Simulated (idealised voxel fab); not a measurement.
process module | voxel trench capacitor
cross-section cut | 245 nm wide | cells 5 nm
A cross-section is a grid of square cells, given in bands from the top down. A band is one or more rows of cells.
Each band's line starts with the height of the band's top and of its bottom, in nm. Then come its materials from left to right, each with its width in nm. One material with "throughout" fills the band from edge to edge. "air" is empty space.
Height 0 is the level under which the wafer as received is all one material. The lowest band goes on downwards, as in "0 down".
A width such as "30 to 40" changes by the same amount from each row of cells to the next, from the band's top row to its bottom row.
"no change" after a step means that no cell of the cross-section changed.
closed voids: empty space of 8 cells or more with no open way to the top, each as width x height at its distance from the left edge, in nm
after a step's settings: what the simulator itself notes on the step
overlay nm, on a step with a mask: how far to the right of its planned place the mask lay; to the left if negative
plan
1 op RECEIVE | material Si
2 op CONFORMAL_DEP | material SiN | thk nm 5
3 op PATTERN | tone open | mask id TRENCH | material resist | width nm 25 | pitch nm 45 | thk nm 20 | overlay nm 0
4 op DIRECTIONAL_ETCH | etch materials SiN | depth nm 5
5 op DIRECTIONAL_ETCH | etch materials Si | depth nm 35
6 op STRIP | etch materials resist
7 op CONFORMAL_DEP | material HfO2 | thk nm 5
8 op CONFORMAL_DEP | material TiN | thk nm 5
9 op FILL_DEP | material W | thk nm 5
10 op CMP | height nm 5
first wafer, as planned
as received, after step 1
  0 down: Si throughout
  closed voids: none
after step 2
  5 to 0: SiN throughout
  below 0: unchanged
after step 3
  25 to 5: resist 65 | air 25 | resist 20 | air 25 | resist 20 | air 25 | resist 65
  below 5: unchanged
after step 4
  25 to 5: resist 65 | air 25 | resist 20 | air 25 | resist 20 | air 25 | resist 65
  5 to 0: SiN 65 | air 25 | SiN 20 | air 25 | SiN 20 | air 25 | SiN 65
  below 0: unchanged
after step 5
  25 to 5: resist 65 | air 25 | resist 20 | air 25 | resist 20 | air 25 | resist 65
  5 to 0: SiN 65 | air 25 | SiN 20 | air 25 | SiN 20 | air 25 | SiN 65
  0 to -35: Si 65 | air 25 | Si 20 | air 25 | Si 20 | air 25 | Si 65
  below -35: unchanged
after step 6
  5 to 0: SiN 65 | air 25 | SiN 20 | air 25 | SiN 20 | air 25 | SiN 65
  below 0: unchanged
after step 7
  10 to 5: HfO2 70 | air 15 | HfO2 30 | air 15 | HfO2 30 | air 15 | HfO2 70
  5 to 0: SiN 65 | HfO2 5 | air 15 | HfO2 5 | SiN 20 | HfO2 5 | air 15 | HfO2 5 | SiN 20 | HfO2 5 | air 15 | HfO2 5 | SiN 65
  0 to -30: Si 65 | HfO2 5 | air 15 | HfO2 5 | Si 20 | HfO2 5 | air 15 | HfO2 5 | Si 20 | HfO2 5 | air 15 | HfO2 5 | Si 65
  -30 to -35: Si 65 | HfO2 25 | Si 20 | HfO2 25 | Si 20 | HfO2 25 | Si 65
  below -35: unchanged
after step 8
  15 to 10: TiN 75 | air 5 | TiN 40 | air 5 | TiN 40 | air 5 | TiN 75
  10 to 5: HfO2 70 | TiN 5 | air 5 | TiN 5 | HfO2 30 | TiN 5 | air 5 | TiN 5 | HfO2 30 | TiN 5 | air 5 | TiN 5 | HfO2 70
  5 to 0: SiN 65 | HfO2 5 | TiN 5 | air 5 | TiN 5 | HfO2 5 | SiN 20 | HfO2 5 | TiN 5 | air 5 | TiN 5 | HfO2 5 | SiN 20 | HfO2 5 | TiN 5 | air 5 | TiN 5 | HfO2 5 | SiN 65
  0 to -25: Si 65 | HfO2 5 | TiN 5 | air 5 | TiN 5 | HfO2 5 | Si 20 | HfO2 5 | TiN 5 | air 5 | TiN 5 | HfO2 5 | Si 20 | HfO2 5 | TiN 5 | air 5 | TiN 5 | HfO2 5 | Si 65
  -25 to -30: Si 65 | HfO2 5 | TiN 15 | HfO2 5 | Si 20 | HfO2 5 | TiN 15 | HfO2 5 | Si 20 | HfO2 5 | TiN 15 | HfO2 5 | Si 65
  below -30: unchanged
after step 9
  20 to 15: W throughout
  15 to 10: TiN 75 | W 5 | TiN 40 | W 5 | TiN 40 | W 5 | TiN 75
  10 to 5: HfO2 70 | TiN 5 | W 5 | TiN 5 | HfO2 30 | TiN 5 | W 5 | TiN 5 | HfO2 30 | TiN 5 | W 5 | TiN 5 | HfO2 70
  5 to 0: SiN 65 | HfO2 5 | TiN 5 | W 5 | TiN 5 | HfO2 5 | SiN 20 | HfO2 5 | TiN 5 | W 5 | TiN 5 | HfO2 5 | SiN 20 | HfO2 5 | TiN 5 | W 5 | TiN 5 | HfO2 5 | SiN 65
  0 to -25: Si 65 | HfO2 5 | TiN 5 | W 5 | TiN 5 | HfO2 5 | Si 20 | HfO2 5 | TiN 5 | W 5 | TiN 5 | HfO2 5 | Si 20 | HfO2 5 | TiN 5 | W 5 | TiN 5 | HfO2 5 | Si 65
  below -25: unchanged
after step 10
  5 to 0: SiN 65 | HfO2 5 | TiN 5 | W 5 | TiN 5 | HfO2 5 | SiN 20 | HfO2 5 | TiN 5 | W 5 | TiN 5 | HfO2 5 | SiN 20 | HfO2 5 | TiN 5 | W 5 | TiN 5 | HfO2 5 | SiN 65
  below 0: unchanged
second wafer: like start, like plan, one mistake. Through step 4 it matches the first wafer
when step 5 should have ended
  25 to 5: resist 65 | air 25 | resist 20 | air 25 | resist 20 | air 25 | resist 65
  5 to 0: SiN 65 | air 25 | SiN 20 | air 25 | SiN 20 | air 25 | SiN 65
  0 to -25: Si 65 | air 25 | Si 20 | air 25 | Si 20 | air 25 | Si 65
  below -25: unchanged
when step 6 should have ended
  5 to 0: SiN 65 | air 25 | SiN 20 | air 25 | SiN 20 | air 25 | SiN 65
  below 0: unchanged
when step 7 should have ended
  10 to 5: HfO2 70 | air 15 | HfO2 30 | air 15 | HfO2 30 | air 15 | HfO2 70
  5 to 0: SiN 65 | HfO2 5 | air 15 | HfO2 5 | SiN 20 | HfO2 5 | air 15 | HfO2 5 | SiN 20 | HfO2 5 | air 15 | HfO2 5 | SiN 65
  0 to -20: Si 65 | HfO2 5 | air 15 | HfO2 5 | Si 20 | HfO2 5 | air 15 | HfO2 5 | Si 20 | HfO2 5 | air 15 | HfO2 5 | Si 65
  -20 to -25: Si 65 | HfO2 25 | Si 20 | HfO2 25 | Si 20 | HfO2 25 | Si 65
  below -25: unchanged
when step 8 should have ended
  15 to 10: TiN 75 | air 5 | TiN 40 | air 5 | TiN 40 | air 5 | TiN 75
  10 to 5: HfO2 70 | TiN 5 | air 5 | TiN 5 | HfO2 30 | TiN 5 | air 5 | TiN 5 | HfO2 30 | TiN 5 | air 5 | TiN 5 | HfO2 70
  5 to 0: SiN 65 | HfO2 5 | TiN 5 | air 5 | TiN 5 | HfO2 5 | SiN 20 | HfO2 5 | TiN 5 | air 5 | TiN 5 | HfO2 5 | SiN 20 | HfO2 5 | TiN 5 | air 5 | TiN 5 | HfO2 5 | SiN 65
  0 to -15: Si 65 | HfO2 5 | TiN 5 | air 5 | TiN 5 | HfO2 5 | Si 20 | HfO2 5 | TiN 5 | air 5 | TiN 5 | HfO2 5 | Si 20 | HfO2 5 | TiN 5 | air 5 | TiN 5 | HfO2 5 | Si 65
  -15 to -20: Si 65 | HfO2 5 | TiN 15 | HfO2 5 | Si 20 | HfO2 5 | TiN 15 | HfO2 5 | Si 20 | HfO2 5 | TiN 15 | HfO2 5 | Si 65
  below -20: unchanged
when step 9 should have ended
  20 to 15: W throughout
  15 to 10: TiN 75 | W 5 | TiN 40 | W 5 | TiN 40 | W 5 | TiN 75
  10 to 5: HfO2 70 | TiN 5 | W 5 | TiN 5 | HfO2 30 | TiN 5 | W 5 | TiN 5 | HfO2 30 | TiN 5 | W 5 | TiN 5 | HfO2 70
  5 to 0: SiN 65 | HfO2 5 | TiN 5 | W 5 | TiN 5 | HfO2 5 | SiN 20 | HfO2 5 | TiN 5 | W 5 | TiN 5 | HfO2 5 | SiN 20 | HfO2 5 | TiN 5 | W 5 | TiN 5 | HfO2 5 | SiN 65
  0 to -15: Si 65 | HfO2 5 | TiN 5 | W 5 | TiN 5 | HfO2 5 | Si 20 | HfO2 5 | TiN 5 | W 5 | TiN 5 | HfO2 5 | Si 20 | HfO2 5 | TiN 5 | W 5 | TiN 5 | HfO2 5 | Si 65
  below -15: unchanged
when step 10 should have ended
  5 to 0: SiN 65 | HfO2 5 | TiN 5 | W 5 | TiN 5 | HfO2 5 | SiN 20 | HfO2 5 | TiN 5 | W 5 | TiN 5 | HfO2 5 | SiN 20 | HfO2 5 | TiN 5 | W 5 | TiN 5 | HfO2 5 | SiN 65
  below 0: unchanged
what went wrong: step 5 ran as: op DIRECTIONAL_ETCH | etch materials Si | depth nm 25
at the end the second wafer has, in cells: 12 fewer of HfO2 | 30 more of Si | 12 fewer of TiN | 6 fewer of W
